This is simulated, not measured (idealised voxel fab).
Proc. module: voxel gate over fins
For reference, the cross-section in this document is cut, with width 195 nm and square cells of 5 nm.
How to read a cross-section here: the picture is a grid of square cells, written as bands going from the top down, and any band can span one or more rows of cells. Each band's line starts with the height of the band's top and of its bottom, in nm. Then come its materials from left to right, each with its width in nm. One material with "full width" fills the band from edge to edge. "empty" is empty space. Heights are reckoned from 0. Under this level, the received wafer is all of one material. The bottommost band is open-ended downward, for example "0..down". Width spec "30->40" -> top row of cells at first value, bottom row at second value, equal per-row change in between. "no modification", as given for a step, is the statement that not any cell of the cross-section underwent a change during that step. In "Sealed internal voids" the enclosed voids are listed, meaning empty spaces of 8 cells or larger without any opening to the top. The form is width x height at distance, distance from the left edge, units nm. Where a step's line continues beyond its settings, the continuation is a remark by the simulator itself on that step. overlay nm: for a step with a mask, the amount by which the mask lay right of where it was planned; a negative amount means left of it.

[Steps in the process plan]
1: RECEIVE with material Si
2: CONFORMAL_DEP with material SiN, thk nm 5
3: PATTERN with tone cover, mask id FINS, material resist, width nm 15, pitch nm 60, thk nm 15, overlay nm 0
4: DIRECTIONAL_ETCH with etch materials SiN, depth nm 5
5: DIRECTIONAL_ETCH with etch materials Si, depth nm 40
6: STRIP with etch materials resist
7: FILL_DEP with material SiO2, thk nm 15
8: CMP with height nm 5
9: PATTERN with tone open, mask id RAIL, material resist, width nm 15, thk nm 15, overlay nm 0
10: DIRECTIONAL_ETCH with etch materials SiO2, depth nm 40
11: STRIP with etch materials resist
12: CONFORMAL_DEP with material TiN, thk nm 5
13: FILL_DEP with material W, thk nm 5
14: CMP with height nm 5
15: SELECTIVE_ETCH with etch materials W Ru TiN, depth nm 25
16: FILL_DEP with material SiO2, thk nm 5
17: CMP with height nm 5
18: SELECTIVE_ETCH with etch materials SiO2, depth nm 20
19: STRIP with etch materials SiN
20: CONFORMAL_DEP with material HfO2, thk nm 5
21: CONFORMAL_DEP with material TiN, thk nm 5
22: CONFORMAL_DEP with material TiAl, thk nm 5
23: CONFORMAL_DEP with material TiN, thk nm 5
24: FILL_DEP with material W, thk nm 10
25: CMP with height nm 25
26: CONFORMAL_DEP with material SiCN, thk nm 5

[So this is the incoming wafer in cross-section - it's already been through step 1]
* 0..down  Si full width
* Sealed internal voids: none

[Final wafer profile in cross-section after the module, from the same start and plan as above, with one mistake made during processing]
* 30..25  SiCN full width
* 25..20  W full width
* 20..15  W 10 nm  TiN 55 nm  W 5 nm  TiN 55 nm  W 5 nm  TiN 55 nm  W 10 nm
* 15..10  W 10 nm  TiN 5 nm  TiAl 45 nm  TiN 5 nm  W 5 nm  TiN 5 nm  TiAl 45 nm  TiN 5 nm  W 5 nm  TiN 5 nm  TiAl 45 nm  TiN 5 nm  W 10 nm
* 10..5  W 10 nm  TiN 5 nm  TiAl 5 nm  TiN 35 nm  TiAl 5 nm  TiN 5 nm  W 5 nm  TiN 5 nm  TiAl 5 nm  TiN 35 nm  TiAl 5 nm  TiN 5 nm  W 5 nm  TiN 5 nm  TiAl 5 nm  TiN 35 nm  TiAl 5 nm  TiN 5 nm  W 10 nm
* 5..0  TiN 15 nm  TiAl 5 nm  TiN 5 nm  HfO2 25 nm  TiN 5 nm  TiAl 5 nm  TiN 15 nm  TiAl 5 nm  TiN 5 nm  HfO2 25 nm  TiN 5 nm  TiAl 5 nm  TiN 15 nm  TiAl 5 nm  TiN 5 nm  HfO2 25 nm  TiN 5 nm  TiAl 5 nm  TiN 15 nm
* 0..-5  TiAl 20 nm  TiN 5 nm  HfO2 5 nm  Si 15 nm  HfO2 5 nm  TiN 5 nm  TiAl 25 nm  TiN 5 nm  HfO2 5 nm  Si 15 nm  HfO2 5 nm  TiN 5 nm  TiAl 25 nm  TiN 5 nm  HfO2 5 nm  Si 15 nm  HfO2 5 nm  TiN 5 nm  TiAl 20 nm
* -5..-10  TiN 25 nm  HfO2 5 nm  Si 15 nm  HfO2 5 nm  TiN 35 nm  HfO2 5 nm  Si 15 nm  HfO2 5 nm  TiN 35 nm  HfO2 5 nm  Si 15 nm  HfO2 5 nm  TiN 25 nm
* -10..-15  HfO2 15 nm  TiN 10 nm  HfO2 5 nm  Si 15 nm  HfO2 5 nm  TiN 10 nm  HfO2 15 nm  TiN 10 nm  HfO2 5 nm  Si 15 nm  HfO2 5 nm  TiN 10 nm  HfO2 15 nm  TiN 10 nm  HfO2 5 nm  Si 15 nm  HfO2 5 nm  TiN 10 nm  HfO2 15 nm
* -15..-20  SiO2 10 nm  HfO2 20 nm  Si 15 nm  HfO2 20 nm  SiO2 5 nm  HfO2 20 nm  Si 15 nm  HfO2 20 nm  SiO2 5 nm  HfO2 20 nm  Si 15 nm  HfO2 20 nm  SiO2 10 nm
* -20..-30  SiO2 30 nm  Si 15 nm  SiO2 15 nm  TiN 5 nm  W 5 nm  TiN 5 nm  SiO2 15 nm  Si 15 nm  SiO2 45 nm  Si 15 nm  SiO2 30 nm
* -30..-35  SiO2 30 nm  Si 15 nm  SiO2 15 nm  TiN 15 nm  SiO2 15 nm  Si 15 nm  SiO2 45 nm  Si 15 nm  SiO2 30 nm
* -35..-40  SiO2 30 nm  Si 15 nm  SiO2 45 nm  Si 15 nm  SiO2 45 nm  Si 15 nm  SiO2 30 nm
* -40..down  Si full width
* Sealed internal voids: none
Heads up, the wafer didn't run the way we planned it: sequence error: steps 18 and 19 interchanged
